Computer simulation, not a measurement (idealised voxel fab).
process module | voxel fin reveal
cross-section cut | 205 nm wide | cells 5 nm
A cross-section is a grid of square cells, given in bands from the top down. A band is one or more rows of cells.
Each band's line starts with the height of the band's top and of its bottom, in nm. Then come its materials from left to right, each with its width in nm. One material with "throughout" fills the band from edge to edge. "air" is empty space.
Height 0 is the level under which the wafer as received is all one material. The lowest band goes on downwards, as in "0 down".
A width such as "30 to 40" changes by the same amount from each row of cells to the next, from the band's top row to its bottom row.
"no change" after a step means that no cell of the cross-section changed.
closed voids: empty space of 8 cells or more with no open way to the top, each as width x height at its distance from the left edge, in nm
after a step's settings: what the simulator itself notes on the step
overlay nm, on a step with a mask: how far to the right of its planned place the mask lay; to the left if negative
plan
1 op RECEIVE | material Si
2 op CONFORMAL_DEP | material SiN | thk nm 5
3 op DIRECTIONAL_DEP | material aC | thk nm 10
4 op PATTERN | tone cover | mask id FINS | material resist | width nm 15 | pitch nm 45 | thk nm 30 | overlay nm 0
5 op DIRECTIONAL_ETCH | etch materials aC | depth nm 10
6 op STRIP | etch materials resist
7 op DIRECTIONAL_ETCH | etch materials SiN | depth nm 5
8 op DIRECTIONAL_ETCH | etch materials Si | depth nm 35
9 op STRIP | etch materials aC
10 op FILL_DEP | material SiO2 | thk nm 15
11 op CMP | height nm 5
12 op SELECTIVE_ETCH | etch materials SiO2 | depth nm 15
13 op STRIP | etch materials SiN
14 op CONFORMAL_DEP | material HfO2 | thk nm 5
first wafer, as planned
as received, after step 1
  0 down: Si throughout
  closed voids: none
after step 2
  5 to 0: SiN throughout
  below 0: unchanged
after step 3
  15 to 5: aC throughout
  below 5: unchanged
after step 4
  45 to 15: air 50 | resist 15 | air 30 | resist 15 | air 30 | resist 15 | air 50
  below 15: unchanged
after step 5
  35 to 15: air 50 | resist 15 | air 30 | resist 15 | air 30 | resist 15 | air 50
  15 to 5: air 50 | aC 15 | air 30 | aC 15 | air 30 | aC 15 | air 50
  below 5: unchanged
after step 6
  15 to 5: air 50 | aC 15 | air 30 | aC 15 | air 30 | aC 15 | air 50
  below 5: unchanged
after step 7
  15 to 5: air 50 | aC 15 | air 30 | aC 15 | air 30 | aC 15 | air 50
  5 to 0: air 50 | SiN 15 | air 30 | SiN 15 | air 30 | SiN 15 | air 50
  below 0: unchanged
after step 8
  15 to 5: air 50 | aC 15 | air 30 | aC 15 | air 30 | aC 15 | air 50
  5 to 0: air 50 | SiN 15 | air 30 | SiN 15 | air 30 | SiN 15 | air 50
  0 to -35: air 50 | Si 15 | air 30 | Si 15 | air 30 | Si 15 | air 50
  below -35: unchanged
after step 9
  5 to 0: air 50 | SiN 15 | air 30 | SiN 15 | air 30 | SiN 15 | air 50
  below 0: unchanged
after step 10
  20 to 5: SiO2 throughout
  5 to 0: SiO2 50 | SiN 15 | SiO2 30 | SiN 15 | SiO2 30 | SiN 15 | SiO2 50
  0 to -35: SiO2 50 | Si 15 | SiO2 30 | Si 15 | SiO2 30 | Si 15 | SiO2 50
  below -35: unchanged
after step 11
  5 to 0: SiO2 50 | SiN 15 | SiO2 30 | SiN 15 | SiO2 30 | SiN 15 | SiO2 50
  below 0: unchanged
after step 12
  5 to 0: air 50 | SiN 15 | air 30 | SiN 15 | air 30 | SiN 15 | air 50
  0 to -10: air 50 | Si 15 | air 30 | Si 15 | air 30 | Si 15 | air 50
  below -10: unchanged
after step 13
  0 to -10: air 50 | Si 15 | air 30 | Si 15 | air 30 | Si 15 | air 50
  below -10: unchanged
after step 14
  5 to 0: air 45 | HfO2 25 | air 20 | HfO2 25 | air 20 | HfO2 25 | air 45
  0 to -5: air 45 | HfO2 5 | Si 15 | HfO2 5 | air 20 | HfO2 5 | Si 15 | HfO2 5 | air 20 | HfO2 5 | Si 15 | HfO2 5 | air 45
  -5 to -10: HfO2 50 | Si 15 | HfO2 30 | Si 15 | HfO2 30 | Si 15 | HfO2 50
  below -10: unchanged
second wafer: like start, like plan, one mistake. Through step 13 it matches the first wafer
when step 14 should have ended: no change
what went wrong: step 14 was left out
at the end the second wafer has, in cells: 53 fewer of HfO2
